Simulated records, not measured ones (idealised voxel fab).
The process module presented herein is designated voxel air gaps.
cross-section cut | 225 nm wide | cells 5 nm
We lay out every cross-section as a grid of square cells and spell it out in bands from the top down, where one band means one or more rows of cells. A band entry consists of two parts. The first gives the height of the band's top and the height of its bottom, in nm. The rest lists the band's materials from left to right, each with its width in nm. A single material labelled with the word "full width" fills the band from edge to edge, and the word "empty" marks empty space. Counting heights begins at 0, where everything beneath is, in the wafer as received, one material. The lowest band has no bottom; it goes on downwards, as "0 nm and below" shows. You'd read "30->40" like this: the band's top row of cells is as wide as the first number, its bottom row is as wide as the second, and going down, every row changes width by the same amount as the row before did. The cross-section has no changed cell in any step marked "no change occurred". Under "Non-vented voids" you'll find the enclosed gaps, the ones with no way out to the top, that are 8 cells or bigger; each reads width x height at distance, with distance counted from the left edge, everything in nm. Note: text after step settings on the step line = simulator remark on that step. The setting "overlay nm" may be written on the line of a step. When the step uses a mask, the value reports how far to the right of the planned place the mask lay, and a negative value reports that it lay to the left.
The following list gives the planned process steps
step 1: RECEIVE, material Si
step 2: CONFORMAL_DEP, material SiO2, thk nm 10
step 3: CONFORMAL_DEP, material SiCN, thk nm 5
step 4: DIRECTIONAL_DEP, material SiO2, thk nm 40
step 5: PATTERN, tone open, mask id LINES, material resist, width nm 20, pitch nm 45, thk nm 15, overlay nm 0
step 6: DIRECTIONAL_ETCH, etch materials SiO2, depth nm 40
step 7: STRIP, etch materials resist
step 8: CONFORMAL_DEP, material TiN, thk nm 5
step 9: FILL_DEP, material W, thk nm 10
step 10: CMP, height nm 55
step 11: EPI, material Ru, thk nm 10
step 12: SELECTIVE_ETCH, etch materials SiO2, depth nm 50
step 13: CONFORMAL_DEP, material SiCN, thk nm 5
Cross-section: wafer on arrival = after step 1
	0 nm and below = Si full width
	Non-vented voids: none
Looking at the first of two wafers in cross-section at end of module - ran to plan
	70 nm to 65 nm = empty 40; SiCN 140; empty 45
	65 nm to 55 nm = empty 40; SiCN 5; Ru 40; SiCN 5; Ru 40; SiCN 5; Ru 40; SiCN 5; empty 45
	55 nm to 50 nm = empty 40; SiCN 15; TiN 5; W 10; TiN 5; SiCN 25; TiN 5; W 10; TiN 5; SiCN 25; TiN 5; W 10; TiN 5; SiCN 15; empty 45
	50 nm to 20 nm = empty 50; SiCN 5; TiN 5; W 10; TiN 5; SiCN 5; empty 15; SiCN 5; TiN 5; W 10; TiN 5; SiCN 5; empty 15; SiCN 5; TiN 5; W 10; TiN 5; SiCN 5; empty 55
	20 nm to 15 nm = SiCN 55; TiN 20; SiCN 25; TiN 20; SiCN 25; TiN 20; SiCN 60
	15 nm to 10 nm = SiCN full width
	10 nm to 0 nm = SiO2 full width
	0 nm and below = Si full width
	Non-vented voids: 15 x 30 at 80; 15 x 30 at 125
Presented here is a cross-section of the second of the two wafers as it stood at the end of the module. It was started in the same manner and assigned the same plan as the first wafer; however, one mistake was made in its execution
	85 nm to 80 nm = SiCN full width
	80 nm to 70 nm = Ru full width
	70 nm to 60 nm = W full width
	60 nm to 55 nm = TiN 60; W 10; TiN 35; W 10; TiN 35; W 10; TiN 65
	55 nm to 20 nm = SiO2 55; TiN 5; W 10; TiN 5; SiO2 25; TiN 5; W 10; TiN 5; SiO2 25; TiN 5; W 10; TiN 5; SiO2 60
	20 nm to 15 nm = SiO2 55; TiN 20; SiO2 25; TiN 20; SiO2 25; TiN 20; SiO2 60
	15 nm to 10 nm = SiCN full width
	10 nm to 0 nm = SiO2 full width
	0 nm and below = Si full width
	Non-vented voids: none
The plan and the run diverged here: execution of step 10 of the plan did not take place, the step having been omitted
End check, counted in cells, second wafer has more or fewer of these materials than the first: 42 more of Ru, 76 fewer of SiCN, 264 more of SiO2, 39 more of TiN, 96 more of W
Upon completion, the first wafer exhibits 2 closed voids and the second wafer exhibits 0.
